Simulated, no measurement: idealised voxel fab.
process module | voxel double patterning
cross-section cut | 290 nm wide | cells 5 nm
A cross-section is a grid of square cells, given in bands from the top down. A band is one or more rows of cells.
Each band's line starts with the height of the band's top and of its bottom, in nm. Then come its materials from left to right, each with its width in nm. One material with "throughout" fills the band from edge to edge. "air" is empty space.
Height 0 is the level under which the wafer as received is all one material. The lowest band goes on downwards, as in "0 down".
A width such as "30 to 40" changes by the same amount from each row of cells to the next, from the band's top row to its bottom row.
"no change" after a step means that no cell of the cross-section changed.
closed voids: empty space of 8 cells or more with no open way to the top, each as width x height at its distance from the left edge, in nm
after a step's settings: what the simulator itself notes on the step
overlay nm, on a step with a mask: how far to the right of its planned place the mask lay; to the left if negative
plan
1 op RECEIVE | material Si
2 op CONFORMAL_DEP | material SiO2 | thk nm 10
3 op DIRECTIONAL_DEP | material TiN | thk nm 10
4 op DIRECTIONAL_DEP | material SiN | thk nm 10
5 op DIRECTIONAL_DEP | material aC | thk nm 15
6 op PATTERN | tone open | mask id FIRST | material resist | width nm 15 | pitch nm 50 | thk nm 30 | overlay nm 0
7 op DIRECTIONAL_ETCH | etch materials aC | depth nm 15
8 op STRIP | etch materials resist
9 op DIRECTIONAL_ETCH | etch materials SiN | depth nm 10
10 op STRIP | etch materials aC
11 op PATTERN | tone open | mask id SECOND | material resist | width nm 15 | thk nm 20 | overlay nm 0
12 op DIRECTIONAL_ETCH | etch materials SiN | depth nm 10
13 op STRIP | etch materials resist
14 op DIRECTIONAL_ETCH | etch materials TiN | depth nm 10
15 op STRIP | etch materials SiN
as received, after step 1
  0 down: Si throughout
  closed voids: none
first wafer at the end, as planned
  20 to 10: TiN 110 | air 15 | TiN 10 | air 15 | TiN 10 | air 15 | TiN 115
  10 to 0: SiO2 throughout
  0 down: Si throughout
  closed voids: none
second wafer at the end: like start, like plan, one mistake
  20 to 10: air 135 | TiN 15 | air 140
  10 to 0: SiO2 throughout
  0 down: Si throughout
  closed voids: none
what went wrong: step 11 ran as: op PATTERN | tone cover | mask id SECOND | material resist | width nm 15 | thk nm 20 | overlay nm 0
at the end the second wafer has, in cells: 92 fewer of TiN
